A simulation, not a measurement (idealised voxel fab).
Process module under the name voxel gate over fins
It is cross-section cut that appears here, measuring 150 nm in width, its square cells being 5 nm in size.
Notation: cross-section as square-cell grid; stated in bands, top first, going down; one or more cell rows per band.
A band entry consists of two parts. The first gives the height of the band's top and the height of its bottom, in nm. The rest lists the band's materials from left to right, each with its width in nm. A single material labelled with the word "all across" fills the band from edge to edge, and the word "air" marks empty space.
Counting heights begins at 0, where everything beneath is, in the wafer as received, one material. The lowest band has no bottom; it goes on downwards, as "z 0 and below" shows.
Per-row width for "30 to 40": begins at first number (top row of band), ends at second number (bottom row), increment between rows held constant.
Key: "nothing changed" - step with no changed cell in the cross-section.
Heads up: "Enclosed cavities" only lists the empty pockets with no open path to the top that are 8 cells or more, and it writes them as width x height at distance, distance from the left edge, in nm.
Formally, on a step line, whatever follows the settings is a remark that the simulator itself makes on the step.
overlay nm: how far to the right of its planned place the mask lay on this masked step (negative: to the left).
Guide to the pairs. Each holds a before and an after cross-section around one process step; the after cross-section is cut off at the lowest band that changed. Look under the pair for the step between them and its settings. Pairs can come from different runs of this module on the same starting wafer, so a pair follows on from the one above it only where its entry headed "before" says it does.
### before
z 10 to 0  50 nm SiN  15 nm SiO2  20 nm SiN  15 nm SiO2  50 nm SiN
z 0 to -40  45 nm Si  25 nm SiO2  10 nm Si  25 nm SiO2  45 nm Si
z -40 and below  Si all across
Enclosed cavities: none
### After the Step
z 10 to 0  50 nm SiN  15 nm air  20 nm SiN  15 nm air  50 nm SiN
z 0 to -15  45 nm Si  25 nm air  10 nm Si  25 nm air  45 nm Si
Everything below -15 is unchanged.
Enclosed cavities: none
Step linking the sections shown: SELECTIVE_ETCH (etch materials SiO2; depth nm 25)
before: per the after cross-section of the pair just above.
### After the Step
z 0 to -15  45 nm Si  25 nm air  10 nm Si  25 nm air  45 nm Si
Everything below -15 is unchanged.
Enclosed cavities: none
Step linking the sections shown: STRIP (etch materials SiN)
before: per the after cross-section of the pair just above.
### After the Step
z 5 to 0  50 nm HfO2  15 nm air  20 nm HfO2  15 nm air  50 nm HfO2
z 0 to -10  45 nm Si  5 nm HfO2  15 nm air  5 nm HfO2  10 nm Si  5 nm HfO2  15 nm air  5 nm HfO2  45 nm Si
z -10 to -15  45 nm Si  25 nm HfO2  10 nm Si  25 nm HfO2  45 nm Si
Everything below -15 is unchanged.
Enclosed cavities: none
Step linking the sections shown: CONFORMAL_DEP (material HfO2; thk nm 5)
before: per the after cross-section of the pair just above.
### After the Step
z 10 to 5  55 nm TiN  5 nm air  30 nm TiN  5 nm air  55 nm TiN
z 5 to 0  50 nm HfO2  5 nm TiN  5 nm air  5 nm TiN  20 nm HfO2  5 nm TiN  5 nm air  5 nm TiN  50 nm HfO2
z 0 to -5  45 nm Si  5 nm HfO2  5 nm TiN  5 nm air  5 nm TiN  5 nm HfO2  10 nm Si  5 nm HfO2  5 nm TiN  5 nm air  5 nm TiN  5 nm HfO2  45 nm Si
z -5 to -10  45 nm Si  5 nm HfO2  15 nm TiN  5 nm HfO2  10 nm Si  5 nm HfO2  15 nm TiN  5 nm HfO2  45 nm Si
Everything below -10 is unchanged.
Enclosed cavities: none
Step linking the sections shown: CONFORMAL_DEP (material TiN; thk nm 5)
before: per the after cross-section of the pair just above.
### After the Step
z 25 to 10  W all across
z 10 to 5  55 nm TiN  5 nm W  30 nm TiN  5 nm W  55 nm TiN
z 5 to 0  50 nm HfO2  5 nm TiN  5 nm W  5 nm TiN  20 nm HfO2  5 nm TiN  5 nm W  5 nm TiN  50 nm HfO2
z 0 to -5  45 nm Si  5 nm HfO2  5 nm TiN  5 nm W  5 nm TiN  5 nm HfO2  10 nm Si  5 nm HfO2  5 nm TiN  5 nm W  5 nm TiN  5 nm HfO2  45 nm Si
Everything below -5 is unchanged.
Enclosed cavities: none
Step linking the sections shown: FILL_DEP (material W; thk nm 15)
before: per the after cross-section of the pair just above.
### After the Step
z 20 to 10  W all across
Everything below 10 is unchanged.
Enclosed cavities: none
Step linking the sections shown: CMP (height nm 20)
before: per the after cross-section of the pair just above.
### After the Step
z 30 to 20  SiCN all across
Everything below 20 is unchanged.
Enclosed cavities: none
Step linking the sections shown: CONFORMAL_DEP (material SiCN; thk nm 10)
